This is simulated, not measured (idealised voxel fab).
The following process module bears the name voxel quadruple lines.
This is section cut - it's 175 nm across, gridded in 5 nm square cells.
Reading order for cross-sections: top band down to bottom band. Underlying form: a grid of square cells. Band size: one or more rows of cells.
Heads up on the band format: heights come first, top then bottom, in nm. After that it's the materials left to right, each with its width in nm. A single material flagged "throughout" fills the whole band edge to edge, and "blank" means there's empty space there.
Heights are measured from 0, the level below which the as-received wafer is all one material; the lowest band has no bottom and continues downward, written as in "0..down".
Width spec "30..40" -> top row of cells at first value, bottom row at second value, equal per-row change in between.
Step note "everything unchanged" = no cross-section cell changed.
In "Internal closed voids" the enclosed voids are listed, meaning empty spaces of 8 cells or larger without any opening to the top. The form is width x height at distance, distance from the left edge, units nm.
On each step's line, the part that comes after the settings is the simulator's own comment on the step.
overlay nm, on a step with a mask: how far to the right of its planned place the mask lay; to the left if negative
[These are the steps we planned for the process]
1: RECEIVE | material Si
2: CONFORMAL_DEP | material SiO2 | thk nm 5
3: DIRECTIONAL_DEP | material W | thk nm 15
4: DIRECTIONAL_DEP | material polySi | thk nm 15
5: DIRECTIONAL_DEP | material aC | thk nm 20
6: PATTERN | tone cover | mask id MANDREL | material resist | width nm 25 | thk nm 30 | overlay nm 0
7: DIRECTIONAL_ETCH | etch materials aC | depth nm 20
8: STRIP | etch materials resist
9: CONFORMAL_DEP | material SiO2 | thk nm 15
10: DIRECTIONAL_ETCH | etch materials SiO2 | depth nm 15
11: STRIP | etch materials aC
12: DIRECTIONAL_ETCH | etch materials polySi | depth nm 15
13: STRIP | etch materials SiO2
14: CONFORMAL_DEP | material SiCN | thk nm 5
15: DIRECTIONAL_ETCH | etch materials SiCN | depth nm 5
16: STRIP | etch materials polySi
17: DIRECTIONAL_ETCH | etch materials W | depth nm 15
18: STRIP | etch materials SiCN
19: FILL_DEP | material SiO2 | thk nm 5
20: CMP | height nm 20
[Cross-section of the incoming wafer, state after step 1]
    0..down: Si throughout
    Internal closed voids: none
[Cross-section at module end, one run error; start and plan unchanged from above]
    20..5: SiO2 (65), W (5), SiO2 (15), W (5), SiO2 (15), W (5), SiO2 (15), W (5), SiO2 (45)
    5..0: SiO2 throughout
    0..down: Si throughout
    Internal closed voids: none
Short version of what went wrong: step 6 off recipe, ran as PATTERN | tone cover | mask id MANDREL | material resist | width nm 25 | thk nm 30 | overlay nm 10
